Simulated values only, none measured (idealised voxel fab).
process module | voxel capacitor over wiring
cross-section cut | 270 nm wide | cells 5 nm
A cross-section is a grid of square cells, given in bands from the top down. A band is one or more rows of cells.
Each band's line starts with the height of the band's top and of its bottom, in nm. Then come its materials from left to right, each with its width in nm. One material with "throughout" fills the band from edge to edge. "air" is empty space.
Height 0 is the level under which the wafer as received is all one material. The lowest band goes on downwards, as in "0 down".
A width such as "30 to 40" changes by the same amount from each row of cells to the next, from the band's top row to its bottom row.
"no change" after a step means that no cell of the cross-section changed.
closed voids: empty space of 8 cells or more with no open way to the top, each as width x height at its distance from the left edge, in nm
after a step's settings: what the simulator itself notes on the step
overlay nm, on a step with a mask: how far to the right of its planned place the mask lay; to the left if negative
plan
1 op RECEIVE | material Si
2 op CONFORMAL_DEP | material SiO2 | thk nm 15
3 op CONFORMAL_DEP | material SiCN | thk nm 5
4 op DIRECTIONAL_DEP | material lowk | thk nm 25
5 op MASKED_ETCH | tone open | mask id METAL_1 | width nm 20 | pitch nm 90 | etch materials lowk | depth nm 25 | overlay nm 0
6 op MASKED_ETCH | tone open | mask id METAL_1 | width nm 20 | pitch nm 90 | etch materials SiCN | depth nm 5 | overlay nm 0
7 op CONFORMAL_DEP | material TiN | thk nm 5
8 op FILL_DEP | material W | thk nm 5
9 op CMP | height nm 45
10 op CONFORMAL_DEP | material SiCN | thk nm 5
11 op DIRECTIONAL_DEP | material lowk | thk nm 20
12 op MASKED_ETCH | tone open | mask id PLUG_1 | width nm 15 | etch materials lowk | depth nm 20 | overlay nm 0
13 op MASKED_ETCH | tone open | mask id PLUG_1 | width nm 15 | etch materials SiCN | depth nm 5 | overlay nm 0
14 op CONFORMAL_DEP | material TiN | thk nm 5
15 op FILL_DEP | material Ru | thk nm 5
16 op CMP | height nm 70
17 op DIRECTIONAL_DEP | material TiN | thk nm 10
18 op DIRECTIONAL_DEP | material HfO2 | thk nm 5
19 op DIRECTIONAL_DEP | material TiN | thk nm 10
20 op MASKED_ETCH | tone cover | mask id UPPER_PLATE | width nm 75 | etch materials TiN | depth nm 10 | overlay nm 0
21 op MASKED_ETCH | tone cover | mask id UPPER_PLATE | width nm 75 | etch materials HfO2 | depth nm 5 | overlay nm 0
22 op PATTERN | tone cover | mask id LOWER_PLATE | material resist | width nm 85 | thk nm 15 | overlay nm 0
23 op DIRECTIONAL_ETCH | etch materials TiN | depth nm 10
24 op STRIP | etch materials resist
25 op FILL_DEP | material SiO2 | thk nm 15
26 op CMP | height nm 105
27 op DIRECTIONAL_DEP | material aC | thk nm 10
28 op PATTERN | tone open | mask id PLUG_2 | material resist | width nm 15 | thk nm 30 | overlay nm 0
29 op DIRECTIONAL_ETCH | etch materials aC | depth nm 10
30 op STRIP | etch materials resist
31 op DIRECTIONAL_ETCH | etch materials SiO2 | depth nm 10
32 op STRIP | etch materials aC
33 op CONFORMAL_DEP | material TiN | thk nm 5
34 op FILL_DEP | material Ru | thk nm 5
35 op CMP | height nm 105
36 op CONFORMAL_DEP | material SiN | thk nm 5
as received, after step 1
  0 down: Si throughout
  closed voids: none
a wafer at the end: this start, this plan, one mistake
  105 to 100: SiN throughout
  100 to 95: SiO2 95 | TiN 15 | SiO2 160
  95 to 85: SiO2 85 | TiN 75 | SiO2 110
  85 to 80: SiO2 85 | HfO2 75 | SiO2 110
  80 to 70: SiO2 80 | TiN 85 | SiO2 105
  70 to 50: lowk 85 | TiN 5 | Ru 5 | TiN 5 | lowk 170
  50 to 45: SiCN 85 | TiN 15 | SiCN 170
  45 to 20: lowk 80 | TiN 5 | W 10 | TiN 5 | lowk 70 | TiN 5 | W 10 | TiN 5 | lowk 80
  20 to 15: SiCN 80 | TiN 20 | SiCN 70 | TiN 20 | SiCN 80
  15 to 0: SiO2 throughout
  0 down: Si throughout
  closed voids: none
what went wrong: step 35 ran as: op CMP | height nm 100
